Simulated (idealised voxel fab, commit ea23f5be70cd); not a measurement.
Process module in this document: voxel released beams
It is cross-section cut that appears here, measuring 180 nm in width, its square cells being 5 nm in size.
The cross-sections in this document take the form of a grid made of square cells. They are written out as bands, in order from top to bottom. Each band consists of one or more rows of cells. It is stipulated that each band's entry specify, in nanometres, the height of the top of the band and then that of its bottom, followed by the materials of the band in left-to-right sequence, each together with its width in nanometres. A single material marked by the word "edge to edge" is understood to fill the band from edge to edge; the word "air" is understood to denote empty space. Height 0 is the level under which the wafer as received is all one material. The lowest band goes on downwards, as in "0 -> down". With a width like "30..40", each row of cells in the band differs from the next by the same amount, the top row carrying the first number and the bottom row the second. It should be understood that the words "no alteration", when stated for a given step, signify that the cross-section underwent no change in any of its cells during that step. "Trapped voids" lists enclosed empty spaces (at least 8 cells, no open path upward to the top), each as width x height at distance from the left edge, in nm. after a step's settings: what the simulator itself notes on the step. overlay nm: on a step with a mask, how far right of its planned place the mask lay; negative means left.

Below is the list of planned process steps:
| 1 | RECEIVE,material Si |
| 2 | CONFORMAL_DEP,material Al2O3,thk nm 5 |
| 3 | DIRECTIONAL_DEP,material SiO2,thk nm 20 |
| 4 | MASKED_ETCH,tone open,mask id ANCHOR,width nm 40,etch materials SiO2,depth nm 20,overlay nm 0 |
| 5 | CONFORMAL_DEP,material SiN,thk nm 15 |
| 6 | PATTERN,tone cover,mask id BEAM,material resist,width nm 105,thk nm 15,overlay nm 0 |
| 7 | DIRECTIONAL_ETCH,etch materials SiN,depth nm 15 |
| 8 | STRIP,etch materials resist |
| 9 | STRIP,etch materials SiO2 |

as received, after step 1:
0 -> down | Si edge to edge
Trapped voids: none

Looking at the first of two wafers in cross-section at end of module - ran to plan:
40 -> 25 | air: 35 / SiN: 20 / air: 10 / SiN: 75 / air: 40
25 -> 20 | air: 40 / SiN: 15 / air: 10 / SiN: 15 / air: 100
20 -> 5 | air: 40 / SiN: 40 / air: 100
5 -> 0 | Al2O3 edge to edge
0 -> down | Si edge to edge
Trapped voids: none

What the second wafer looks like in cross-section once the module is done. Its start and its plan matched the first wafer's exactly; what differed was one mistake in how it was run:
40 -> 25 | air: 35 / SiN: 105 / air: 40
25 -> 20 | Al2O3 edge to edge
20 -> 0 | SiO2 edge to edge
0 -> down | Si edge to edge
Trapped voids: none
what went wrong: steps 2 and 3 run out of order (swapped)
Count the cells at the end and the second wafer has more or fewer of some materials than the first: 24 fewer of SiN; 144 more of SiO2
